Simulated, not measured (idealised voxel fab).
Herein follows the process module entitled voxel tone inversion.
It is cross-section cut that appears here, measuring 145 nm in width, its square cells being 5 nm in size.
How to read a cross-section here: the picture is a grid of square cells, written as bands going from the top down, and any band can span one or more rows of cells. Quick guide to a band line: top height, bottom height (nm) up front; then every material left to right with its width in nm. Only one material and it's marked "edge to edge"? Then it fills the band edge to edge. And "blank" just means empty space. Height 0 is the level under which the wafer as received is all one material. The lowest band goes on downwards, as in "z 0 and below". A width given as "30..40" starts at the first number in the band's top row and ends at the second number in its bottom row, shifting by an equal amount at every step from row to row. A step reported as "nothing changed" is a step in which no cell of the cross-section changed. The list in "closed voids" covers empty spaces of 8 cells or more that cannot reach the top through any open way, and it gives each as width x height at distance; the distance is from the left edge, and width, height and distance are in nm. Heads up: the bit after the settings on a step's line is the simulator's remark on that step. "overlay nm" on a masked step: distance the mask lay right of its planned place, negative for left.

## Below is the list of planned process steps
1. op RECEIVE | material Si
2. op CONFORMAL_DEP | material SiN | thk nm 5
3. op DIRECTIONAL_DEP | material aC | thk nm 25
4. op PATTERN | tone cover | mask id POSTS | material resist | width nm 15 | pitch nm 35 | thk nm 30 | overlay nm 0
5. op DIRECTIONAL_ETCH | etch materials aC | depth nm 25
6. op STRIP | etch materials resist
7. op FILL_DEP | material lowk | thk nm 5
8. op CMP | height nm 30
9. op STRIP | etch materials aC
10. op CONFORMAL_DEP | material TiN | thk nm 5
11. op FILL_DEP | material W | thk nm 5
12. op CMP | height nm 30
13. op CONFORMAL_DEP | material SiN | thk nm 5

## Shown in cross-section is the wafer as received, that is, as it stands after step 1
> z 0 and below  Si edge to edge
> closed voids: none

## What the wafer looks like in cross-section after this module, when it starts as shown above and follows the plan above but one mistake is made in running it
> z 35 to 30  SiN edge to edge
> z 30 to 10  lowk: 25 / TiN: 5 / W: 5 / TiN: 5 / lowk: 20 / TiN: 5 / W: 5 / TiN: 5 / lowk: 20 / TiN: 5 / W: 5 / TiN: 5 / lowk: 35
> z 10 to 5  lowk: 25 / TiN: 15 / lowk: 20 / TiN: 15 / lowk: 20 / TiN: 15 / lowk: 35
> z 5 to 0  SiN edge to edge
> z 0 and below  Si edge to edge
> closed voids: none
Finding, execution versus plan: the process deviated at step 4: the operation and settings actually run there were op PATTERN | tone cover | mask id POSTS | material resist | width nm 15 | pitch nm 35 | thk nm 30 | overlay nm -5
